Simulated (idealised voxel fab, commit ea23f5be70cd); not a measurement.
The process module presented herein is designated voxel self aligned contacts.
Xsec cut, 160 nm wide, square cell size 5 nm.
Square cells in a grid make up a cross-section in this document, and the grid is given as bands, listed from the top down, each one or more rows of cells.
Per band: top height and bottom height in nm, followed by the left-to-right materials and their widths in nm; "throughout" marks a single material spanning edge to edge, "blank" marks empty space.
It should be noted that heights are counted from 0, beneath which the wafer as supplied is of one material throughout, and that the lowest band possesses no lower boundary but continues downward, as written in "from 0 down".
Width spec "30 to 40" -> top row of cells at first value, bottom row at second value, equal per-row change in between.
Reading "no modification" for a step: not a cell of the cross-section changed in it.
Reported under the label "Completely sealed voids" are the empty spaces having no open way to the top and comprising 8 cells or more; the notation for each is width x height at distance, in which the distance is measured from the left edge and all three values are in nm.
If you see something after the settings on a step's line, that's the simulator's own remark about that step.
overlay nm: step with mask; distance mask lay right of planned place; negative value = left of planned place.
## Steps in the process plan
step 1: op RECEIVE | material Si
step 2: op CONFORMAL_DEP | material SiO2 | thk nm 5
step 3: op DIRECTIONAL_DEP | material polySi | thk nm 20
step 4: op DIRECTIONAL_DEP | material SiN | thk nm 20
step 5: op MASKED_ETCH | tone cover | mask id GATE | width nm 30 | pitch nm 75 | etch materials SiN | depth nm 20 | overlay nm 0
step 6: op MASKED_ETCH | tone cover | mask id GATE | width nm 30 | pitch nm 75 | etch materials polySi | depth nm 20 | overlay nm 0
step 7: op CONFORMAL_DEP | material SiN | thk nm 10
step 8: op DIRECTIONAL_ETCH | etch materials SiN | depth nm 10
step 9: op FILL_DEP | material SiO2 | thk nm 15
step 10: op CMP | height nm 50
step 11: op PATTERN | tone open | mask id CONTACT | material resist | width nm 55 | thk nm 20 | overlay nm 0
step 12: op DIRECTIONAL_ETCH | etch materials SiO2 | depth nm 50
step 13: op STRIP | etch materials resist
step 14: op CONFORMAL_DEP | material TiN | thk nm 5
step 15: op FILL_DEP | material W | thk nm 10
step 16: op CMP | height nm 50
step 17: op CONFORMAL_DEP | material SiN | thk nm 5
## Cross-section: wafer on arrival = after step 1
from 0 down | Si throughout
Completely sealed voids: none
## The module was run from the start shown above using the plan shown above, but one mistake was made doing it; the resulting wafer cross-section is below
from 55 to 50 | SiN throughout
from 50 to 45 | SiO2=55  TiN=15  W=15  TiN=20  SiO2=55
from 45 to 25 | SiO2=15  SiN=50  TiN=5  W=15  TiN=5  SiN=50  SiO2=20
from 25 to 5 | SiO2=15  SiN=10  polySi=30  SiN=10  TiN=5  W=15  TiN=5  SiN=10  polySi=30  SiN=10  SiO2=20
from 5 to 0 | SiO2=65  TiN=25  SiO2=70
from 0 down | Si throughout
Completely sealed voids: none
What was the processing mistake? step 11: run off-plan, actual operation and settings op PATTERN | tone open | mask id CONTACT | material resist | width nm 50 | thk nm 20 | overlay nm 0
